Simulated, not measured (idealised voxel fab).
process module | voxel local oxidation
cross-section cut | 165 nm wide | cells 5 nm
A cross-section is a grid of square cells, given in bands from the top down. A band is one or more rows of cells.
Each band's line starts with the height of the band's top and of its bottom, in nm. Then come its materials from left to right, each with its width in nm. One material with "throughout" fills the band from edge to edge. "air" is empty space.
Height 0 is the level under which the wafer as received is all one material. The lowest band goes on downwards, as in "0 down".
A width such as "30 to 40" changes by the same amount from each row of cells to the next, from the band's top row to its bottom row.
"no change" after a step means that no cell of the cross-section changed.
closed voids: empty space of 8 cells or more with no open way to the top, each as width x height at its distance from the left edge, in nm
after a step's settings: what the simulator itself notes on the step
overlay nm, on a step with a mask: how far to the right of its planned place the mask lay; to the left if negative
plan
1 op RECEIVE | material Si
2 op OXIDIZE | depth nm 5
3 op CONFORMAL_DEP | material SiN | thk nm 10
4 op PATTERN | tone cover | mask id ACTIVE | material resist | width nm 105 | thk nm 15 | overlay nm 0
5 op DIRECTIONAL_ETCH | etch materials SiN | depth nm 10
6 op STRIP | etch materials resist
7 op SELECTIVE_ETCH | etch materials SiO2 | depth nm 5
8 op OXIDIZE | depth nm 15
9 op STRIP | etch materials SiN
first wafer, as planned
as received, after step 1
  0 down: Si throughout
  closed voids: none
after step 2
  0 to -5: SiO2 throughout
  below -5: unchanged
after step 3
  10 to 0: SiN throughout
  below 0: unchanged
after step 4
  25 to 10: air 30 | resist 105 | air 30
  below 10: unchanged
after step 5
  25 to 10: air 30 | resist 105 | air 30
  10 to 0: air 30 | SiN 105 | air 30
  below 0: unchanged
after step 6
  10 to 0: air 30 | SiN 105 | air 30
  below 0: unchanged
after step 7
  10 to 0: air 30 | SiN 105 | air 30
  0 to -5: air 35 | SiO2 95 | air 35
  below -5: unchanged
after step 8
  10 to 0: air 30 | SiN 105 | air 30
  0 to -5: air 35 | SiO2 95 | air 35
  -5 to -20: SiO2 50 | Si 65 | SiO2 50
  below -20: unchanged
after step 9
  0 to -5: air 35 | SiO2 95 | air 35
  below -5: unchanged
second wafer: like start, like plan, one mistake. Through step 8 it matches the first wafer
when step 9 should have ended
  0 to -5: air 35 | SiO2 95 | air 35
  below -5: unchanged
what went wrong: step 9 was run twice
at the end the two cross-sections are the same: no effect in what this model computes
